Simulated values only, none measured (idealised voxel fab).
process module | voxel transistor to metal
cross-section cut | 215 nm wide | cells 5 nm
A cross-section is a grid of square cells, given in bands from the top down. A band is one or more rows of cells.
Each band's line starts with the height of the band's top and of its bottom, in nm. Then come its materials from left to right, each with its width in nm. One material with "throughout" fills the band from edge to edge. "air" is empty space.
Height 0 is the level under which the wafer as received is all one material. The lowest band goes on downwards, as in "0 down".
A width such as "30 to 40" changes by the same amount from each row of cells to the next, from the band's top row to its bottom row.
"no change" after a step means that no cell of the cross-section changed.
closed voids: empty space of 8 cells or more with no open way to the top, each as width x height at its distance from the left edge, in nm
after a step's settings: what the simulator itself notes on the step
overlay nm, on a step with a mask: how far to the right of its planned place the mask lay; to the left if negative
plan
1 op RECEIVE | material Si
2 op CONFORMAL_DEP | material SiO2 | thk nm 5
3 op CONFORMAL_DEP | material SiN | thk nm 15
4 op MASKED_ETCH | tone cover | mask id ACTIVE | width nm 110 | etch materials SiN | depth nm 15 | overlay nm 0
5 op MASKED_ETCH | tone cover | mask id ACTIVE | width nm 110 | etch materials SiO2 | depth nm 5 | overlay nm 0
6 op MASKED_ETCH | tone cover | mask id ACTIVE | width nm 110 | etch materials Si | depth nm 25 | overlay nm 0
7 op OXIDIZE | depth nm 5
8 op FILL_DEP | material SiO2 | thk nm 15
9 op CMP | height nm 20
10 op SELECTIVE_ETCH | etch materials SiO2 | depth nm 15
11 op STRIP | etch materials SiN
12 op SELECTIVE_ETCH | etch materials SiO2 | depth nm 5
13 op OXIDIZE | depth nm 5
14 op DIRECTIONAL_DEP | material polySi | thk nm 30
15 op DIRECTIONAL_DEP | material SiCN | thk nm 15
16 op DIRECTIONAL_DEP | material aC | thk nm 15
17 op PATTERN | tone cover | mask id GATE | material resist | width nm 30 | thk nm 30 | overlay nm 0
18 op DIRECTIONAL_ETCH | etch materials aC | depth nm 15
19 op STRIP | etch materials resist
20 op DIRECTIONAL_ETCH | etch materials SiCN | depth nm 25
21 op DIRECTIONAL_ETCH | etch materials polySi | depth nm 40
22 op STRIP | etch materials aC
23 op CONFORMAL_DEP | material SiO2 | thk nm 5
24 op DIRECTIONAL_ETCH | etch materials SiO2 | depth nm 5
25 op CONFORMAL_DEP | material SiN | thk nm 5
26 op DIRECTIONAL_ETCH | etch materials SiN | depth nm 5
27 op DIRECTIONAL_ETCH | etch materials SiO2 | depth nm 5
28 op DIRECTIONAL_ETCH | etch materials Si | depth nm 5
29 op EPI | material pSi | thk nm 5
30 op FILL_DEP | material SiO2 | thk nm 5
31 op CMP | height nm 30
32 op STRIP | etch materials polySi
33 op SELECTIVE_ETCH | etch materials SiO2 | depth nm 5
34 op CONFORMAL_DEP | material HfO2 | thk nm 5
35 op CONFORMAL_DEP | material TiN | thk nm 5
36 op FILL_DEP | material W | thk nm 5
37 op CMP | height nm 25
38 op DIRECTIONAL_DEP | material SiO2 | thk nm 15
39 op DIRECTIONAL_DEP | material aC | thk nm 15
40 op PATTERN | tone open | mask id CONTACT | material resist | width nm 20 | pitch nm 80 | thk nm 30 | overlay nm 0
41 op DIRECTIONAL_ETCH | etch materials aC | depth nm 15
42 op STRIP | etch materials resist
43 op DIRECTIONAL_ETCH | etch materials SiO2 | depth nm 45
44 op STRIP | etch materials aC
45 op CONFORMAL_DEP | material TiN | thk nm 5
46 op FILL_DEP | material W | thk nm 10
47 op CMP | height nm 40
48 op DIRECTIONAL_DEP | material TiN | thk nm 5
49 op DIRECTIONAL_DEP | material Ru | thk nm 20
50 op DIRECTIONAL_DEP | material aC | thk nm 10
51 op PATTERN | tone cover | mask id METAL_1 | material resist | width nm 20 | pitch nm 80 | thk nm 25 | overlay nm 0
52 op DIRECTIONAL_ETCH | etch materials aC | depth nm 10
53 op STRIP | etch materials resist
54 op DIRECTIONAL_ETCH | etch materials Ru | depth nm 20
55 op DIRECTIONAL_ETCH | etch materials TiN | depth nm 5
56 op STRIP | etch materials aC
57 op CONFORMAL_DEP | material SiCN | thk nm 5
58 op FILL_DEP | material SiO2 | thk nm 10
59 op CMP | height nm 65
60 op CONFORMAL_DEP | material SiCN | thk nm 5
first wafer, as planned
as received, after step 1
  0 down: Si throughout
  closed voids: none
after step 2
  5 to 0: SiO2 throughout
  below 0: unchanged
after step 3
  20 to 5: SiN throughout
  below 5: unchanged
after step 4
  20 to 5: air 50 | SiN 110 | air 55
  below 5: unchanged
after step 5
  20 to 5: air 50 | SiN 110 | air 55
  5 to 0: air 50 | SiO2 110 | air 55
  below 0: unchanged
after step 6
  20 to 5: air 50 | SiN 110 | air 55
  5 to 0: air 50 | SiO2 110 | air 55
  0 to -25: air 50 | Si 110 | air 55
  below -25: unchanged
after step 7
  20 to 5: air 50 | SiN 110 | air 55
  5 to 0: air 50 | SiO2 110 | air 55
  0 to -25: air 50 | SiO2 5 | Si 100 | SiO2 5 | air 55
  -25 to -30: SiO2 55 | Si 100 | SiO2 60
  below -30: unchanged
after step 8
  35 to 20: SiO2 throughout
  20 to 5: SiO2 50 | SiN 110 | SiO2 55
  5 to 0: SiO2 throughout
  0 to -30: SiO2 55 | Si 100 | SiO2 60
  below -30: unchanged
after step 9
  20 to 5: SiO2 50 | SiN 110 | SiO2 55
  below 5: unchanged
after step 10
  20 to 5: air 50 | SiN 110 | air 55
  below 5: unchanged
after step 11
  5 to 0: SiO2 throughout
  below 0: unchanged
after step 12
  0 to -30: SiO2 55 | Si 100 | SiO2 60
  below -30: unchanged
after step 13
  0 to -5: SiO2 throughout
  below -5: unchanged
after step 14
  30 to 0: polySi throughout
  below 0: unchanged
after step 15
  45 to 30: SiCN throughout
  below 30: unchanged
after step 16
  60 to 45: aC throughout
  below 45: unchanged
after step 17
  90 to 60: air 90 | resist 30 | air 95
  below 60: unchanged
after step 18
  75 to 60: air 90 | resist 30 | air 95
  60 to 45: air 90 | aC 30 | air 95
  below 45: unchanged
after step 19
  60 to 45: air 90 | aC 30 | air 95
  below 45: unchanged
after step 20
  60 to 45: air 90 | aC 30 | air 95
  45 to 30: air 90 | SiCN 30 | air 95
  below 30: unchanged
after step 21
  60 to 45: air 90 | aC 30 | air 95
  45 to 30: air 90 | SiCN 30 | air 95
  30 to 0: air 90 | polySi 30 | air 95
  below 0: unchanged
after step 22
  45 to 30: air 90 | SiCN 30 | air 95
  below 30: unchanged
after step 23
  50 to 45: air 85 | SiO2 40 | air 90
  45 to 30: air 85 | SiO2 5 | SiCN 30 | SiO2 5 | air 90
  30 to 5: air 85 | SiO2 5 | polySi 30 | SiO2 5 | air 90
  5 to 0: SiO2 90 | polySi 30 | SiO2 95
  below 0: unchanged
after step 24
  45 to 30: air 85 | SiO2 5 | SiCN 30 | SiO2 5 | air 90
  30 to 0: air 85 | SiO2 5 | polySi 30 | SiO2 5 | air 90
  below 0: unchanged
after step 25
  50 to 45: air 80 | SiN 50 | air 85
  45 to 30: air 80 | SiN 5 | SiO2 5 | SiCN 30 | SiO2 5 | SiN 5 | air 85
  30 to 5: air 80 | SiN 5 | SiO2 5 | polySi 30 | SiO2 5 | SiN 5 | air 85
  5 to 0: SiN 85 | SiO2 5 | polySi 30 | SiO2 5 | SiN 90
  below 0: unchanged
after step 26
  45 to 30: air 80 | SiN 5 | SiO2 5 | SiCN 30 | SiO2 5 | SiN 5 | air 85
  30 to 0: air 80 | SiN 5 | SiO2 5 | polySi 30 | SiO2 5 | SiN 5 | air 85
  below 0: unchanged
after step 27
  45 to 40: air 80 | SiN 5 | air 5 | SiCN 30 | air 5 | SiN 5 | air 85
  40 to 30: air 80 | SiN 5 | SiO2 5 | SiCN 30 | SiO2 5 | SiN 5 | air 85
  30 to 0: air 80 | SiN 5 | SiO2 5 | polySi 30 | SiO2 5 | SiN 5 | air 85
  0 to -5: air 80 | SiO2 50 | air 85
  below -5: unchanged
after step 28
  45 to 40: air 80 | SiN 5 | air 5 | SiCN 30 | air 5 | SiN 5 | air 85
  40 to 30: air 80 | SiN 5 | SiO2 5 | SiCN 30 | SiO2 5 | SiN 5 | air 85
  30 to 0: air 80 | SiN 5 | SiO2 5 | polySi 30 | SiO2 5 | SiN 5 | air 85
  0 to -5: air 80 | SiO2 50 | air 85
  -5 to -10: SiO2 55 | air 25 | Si 50 | air 25 | SiO2 60
  below -10: unchanged
after step 29
  45 to 40: air 80 | SiN 5 | air 5 | SiCN 30 | air 5 | SiN 5 | air 85
  40 to 30: air 80 | SiN 5 | SiO2 5 | SiCN 30 | SiO2 5 | SiN 5 | air 85
  30 to 0: air 80 | SiN 5 | SiO2 5 | polySi 30 | SiO2 5 | SiN 5 | air 85
  0 to -5: air 75 | pSi 5 | SiO2 50 | pSi 5 | air 80
  -5 to -10: SiO2 55 | pSi 25 | Si 50 | pSi 25 | SiO2 60
  below -10: unchanged
after step 30
  50 to 45: SiO2 throughout
  45 to 30: SiO2 80 | SiN 5 | SiO2 5 | SiCN 30 | SiO2 5 | SiN 5 | SiO2 85
  30 to 0: SiO2 80 | SiN 5 | SiO2 5 | polySi 30 | SiO2 5 | SiN 5 | SiO2 85
  0 to -5: SiO2 75 | pSi 5 | SiO2 50 | pSi 5 | SiO2 80
  below -5: unchanged
after step 31
  30 to 0: SiO2 80 | SiN 5 | SiO2 5 | polySi 30 | SiO2 5 | SiN 5 | SiO2 85
  below 0: unchanged
after step 32
  30 to 0: SiO2 80 | SiN 5 | SiO2 5 | air 30 | SiO2 5 | SiN 5 | SiO2 85
  below 0: unchanged
after step 33
  30 to 25: air 80 | SiN 5 | air 40 | SiN 5 | air 85
  25 to 0: SiO2 80 | SiN 5 | air 40 | SiN 5 | SiO2 85
  0 to -5: SiO2 75 | pSi 5 | SiO2 5 | air 40 | SiO2 5 | pSi 5 | SiO2 80
  below -5: unchanged
after step 34
  35 to 30: air 75 | HfO2 15 | air 30 | HfO2 15 | air 80
  30 to 25: HfO2 80 | SiN 5 | HfO2 5 | air 30 | HfO2 5 | SiN 5 | HfO2 85
  25 to 0: SiO2 80 | SiN 5 | HfO2 5 | air 30 | HfO2 5 | SiN 5 | SiO2 85
  0 to -5: SiO2 75 | pSi 5 | SiO2 5 | HfO2 40 | SiO2 5 | pSi 5 | SiO2 80
  below -5: unchanged
after step 35
  40 to 35: air 70 | TiN 25 | air 20 | TiN 25 | air 75
  35 to 30: TiN 75 | HfO2 15 | TiN 5 | air 20 | TiN 5 | HfO2 15 | TiN 80
  30 to 25: HfO2 80 | SiN 5 | HfO2 5 | TiN 5 | air 20 | TiN 5 | HfO2 5 | SiN 5 | HfO2 85
  25 to 5: SiO2 80 | SiN 5 | HfO2 5 | TiN 5 | air 20 | TiN 5 | HfO2 5 | SiN 5 | SiO2 85
  5 to 0: SiO2 80 | SiN 5 | HfO2 5 | TiN 30 | HfO2 5 | SiN 5 | SiO2 85
  below 0: unchanged
after step 36
  45 to 40: W throughout
  40 to 35: W 70 | TiN 25 | W 20 | TiN 25 | W 75
  35 to 30: TiN 75 | HfO2 15 | TiN 5 | W 20 | TiN 5 | HfO2 15 | TiN 80
  30 to 25: HfO2 80 | SiN 5 | HfO2 5 | TiN 5 | W 20 | TiN 5 | HfO2 5 | SiN 5 | HfO2 85
  25 to 5: SiO2 80 | SiN 5 | HfO2 5 | TiN 5 | W 20 | TiN 5 | HfO2 5 | SiN 5 | SiO2 85
  below 5: unchanged
after step 37
  25 to 5: SiO2 80 | SiN 5 | HfO2 5 | TiN 5 | W 20 | TiN 5 | HfO2 5 | SiN 5 | SiO2 85
  below 5: unchanged
after step 38
  40 to 25: SiO2 throughout
  below 25: unchanged
after step 39
  55 to 40: aC throughout
  below 40: unchanged
after step 40
  85 to 55: resist 55 | air 20 | resist 60 | air 20 | resist 60
  below 55: unchanged
after step 41
  70 to 55: resist 55 | air 20 | resist 60 | air 20 | resist 60
  55 to 40: aC 55 | air 20 | aC 60 | air 20 | aC 60
  below 40: unchanged
after step 42
  55 to 40: aC 55 | air 20 | aC 60 | air 20 | aC 60
  below 40: unchanged
after step 43
  55 to 40: aC 55 | air 20 | aC 60 | air 20 | aC 60
  40 to 25: SiO2 55 | air 20 | SiO2 60 | air 20 | SiO2 60
  25 to 5: SiO2 55 | air 20 | SiO2 5 | SiN 5 | HfO2 5 | TiN 5 | W 20 | TiN 5 | HfO2 5 | SiN 5 | SiO2 5 | air 20 | SiO2 60
  5 to 0: SiO2 55 | air 20 | SiO2 5 | SiN 5 | HfO2 5 | TiN 30 | HfO2 5 | SiN 5 | SiO2 5 | air 20 | SiO2 60
  0 to -5: SiO2 55 | air 20 | pSi 5 | SiO2 5 | HfO2 40 | SiO2 5 | pSi 5 | air 20 | SiO2 60
  below -5: unchanged
after step 44
  40 to 25: SiO2 55 | air 20 | SiO2 60 | air 20 | SiO2 60
  below 25: unchanged
after step 45
  45 to 40: TiN 60 | air 10 | TiN 70 | air 10 | TiN 65
  40 to 25: SiO2 55 | TiN 5 | air 10 | TiN 5 | SiO2 60 | TiN 5 | air 10 | TiN 5 | SiO2 60
  25 to 5: SiO2 55 | TiN 5 | air 10 | TiN 5 | SiO2 5 | SiN 5 | HfO2 5 | TiN 5 | W 20 | TiN 5 | HfO2 5 | SiN 5 | SiO2 5 | TiN 5 | air 10 | TiN 5 | SiO2 60
  5 to 0: SiO2 55 | TiN 5 | air 10 | TiN 5 | SiO2 5 | SiN 5 | HfO2 5 | TiN 30 | HfO2 5 | SiN 5 | SiO2 5 | TiN 5 | air 10 | TiN 5 | SiO2 60
  0 to -5: SiO2 55 | TiN 20 | pSi 5 | SiO2 5 | HfO2 40 | SiO2 5 | pSi 5 | TiN 20 | SiO2 60
  below -5: unchanged
after step 46
  55 to 45: W throughout
  45 to 40: TiN 60 | W 10 | TiN 70 | W 10 | TiN 65
  40 to 25: SiO2 55 | TiN 5 | W 10 | TiN 5 | SiO2 60 | TiN 5 | W 10 | TiN 5 | SiO2 60
  25 to 5: SiO2 55 | TiN 5 | W 10 | TiN 5 | SiO2 5 | SiN 5 | HfO2 5 | TiN 5 | W 20 | TiN 5 | HfO2 5 | SiN 5 | SiO2 5 | TiN 5 | W 10 | TiN 5 | SiO2 60
  5 to 0: SiO2 55 | TiN 5 | W 10 | TiN 5 | SiO2 5 | SiN 5 | HfO2 5 | TiN 30 | HfO2 5 | SiN 5 | SiO2 5 | TiN 5 | W 10 | TiN 5 | SiO2 60
  below 0: unchanged
after step 47
  40 to 25: SiO2 55 | TiN 5 | W 10 | TiN 5 | SiO2 60 | TiN 5 | W 10 | TiN 5 | SiO2 60
  below 25: unchanged
after step 48
  45 to 40: TiN throughout
  below 40: unchanged
after step 49
  65 to 45: Ru throughout
  below 45: unchanged
after step 50
  75 to 65: aC throughout
  below 65: unchanged
after step 51
  100 to 75: air 55 | resist 20 | air 60 | resist 20 | air 60
  below 75: unchanged
after step 52
  90 to 75: air 55 | resist 20 | air 60 | resist 20 | air 60
  75 to 65: air 55 | aC 20 | air 60 | aC 20 | air 60
  below 65: unchanged
after step 53
  75 to 65: air 55 | aC 20 | air 60 | aC 20 | air 60
  below 65: unchanged
after step 54
  75 to 65: air 55 | aC 20 | air 60 | aC 20 | air 60
  65 to 45: air 55 | Ru 20 | air 60 | Ru 20 | air 60
  below 45: unchanged
after step 55
  75 to 65: air 55 | aC 20 | air 60 | aC 20 | air 60
  65 to 45: air 55 | Ru 20 | air 60 | Ru 20 | air 60
  45 to 40: air 55 | TiN 20 | air 60 | TiN 20 | air 60
  below 40: unchanged
after step 56
  65 to 45: air 55 | Ru 20 | air 60 | Ru 20 | air 60
  below 45: unchanged
after step 57
  70 to 65: air 50 | SiCN 30 | air 50 | SiCN 30 | air 55
  65 to 45: air 50 | SiCN 5 | Ru 20 | SiCN 5 | air 50 | SiCN 5 | Ru 20 | SiCN 5 | air 55
  45 to 40: SiCN 55 | TiN 20 | SiCN 60 | TiN 20 | SiCN 60
  below 40: unchanged
after step 58
  80 to 70: SiO2 throughout
  70 to 65: SiO2 50 | SiCN 30 | SiO2 50 | SiCN 30 | SiO2 55
  65 to 45: SiO2 50 | SiCN 5 | Ru 20 | SiCN 5 | SiO2 50 | SiCN 5 | Ru 20 | SiCN 5 | SiO2 55
  below 45: unchanged
after step 59
  65 to 45: SiO2 50 | SiCN 5 | Ru 20 | SiCN 5 | SiO2 50 | SiCN 5 | Ru 20 | SiCN 5 | SiO2 55
  below 45: unchanged
after step 60
  70 to 65: SiCN throughout
  below 65: unchanged
second wafer: like start, like plan, one mistake. Through step 50 it matches the first wafer
when step 51 should have ended
  100 to 75: resist 55 | air 20 | resist 60 | air 20 | resist 60
  below 75: unchanged
when step 52 should have ended
  90 to 75: resist 55 | air 20 | resist 60 | air 20 | resist 60
  75 to 65: aC 55 | air 20 | aC 60 | air 20 | aC 60
  below 65: unchanged
when step 53 should have ended
  75 to 65: aC 55 | air 20 | aC 60 | air 20 | aC 60
  below 65: unchanged
when step 54 should have ended
  75 to 65: aC 55 | air 20 | aC 60 | air 20 | aC 60
  65 to 45: Ru 55 | air 20 | Ru 60 | air 20 | Ru 60
  below 45: unchanged
when step 55 should have ended
  75 to 65: aC 55 | air 20 | aC 60 | air 20 | aC 60
  65 to 45: Ru 55 | air 20 | Ru 60 | air 20 | Ru 60
  45 to 40: TiN 55 | air 20 | TiN 60 | air 20 | TiN 60
  below 40: unchanged
when step 56 should have ended
  65 to 45: Ru 55 | air 20 | Ru 60 | air 20 | Ru 60
  below 45: unchanged
when step 57 should have ended
  70 to 65: SiCN 60 | air 10 | SiCN 70 | air 10 | SiCN 65
  65 to 45: Ru 55 | SiCN 5 | air 10 | SiCN 5 | Ru 60 | SiCN 5 | air 10 | SiCN 5 | Ru 60
  45 to 40: TiN 55 | SiCN 20 | TiN 60 | SiCN 20 | TiN 60
  below 40: unchanged
when step 58 should have ended
  80 to 70: SiO2 throughout
  70 to 65: SiCN 60 | SiO2 10 | SiCN 70 | SiO2 10 | SiCN 65
  65 to 45: Ru 55 | SiCN 5 | SiO2 10 | SiCN 5 | Ru 60 | SiCN 5 | SiO2 10 | SiCN 5 | Ru 60
  below 45: unchanged
when step 59 should have ended
  65 to 45: Ru 55 | SiCN 5 | SiO2 10 | SiCN 5 | Ru 60 | SiCN 5 | SiO2 10 | SiCN 5 | Ru 60
  below 45: unchanged
when step 60 should have ended
  70 to 65: SiCN throughout
  below 65: unchanged
what went wrong: step 51 ran as: op PATTERN | tone open | mask id METAL_1 | material resist | width nm 20 | pitch nm 80 | thk nm 25 | overlay nm 0
at the end the second wafer has, in cells: 108 more of Ru | 27 fewer of SiCN | 108 fewer of SiO2 | 27 more of TiN
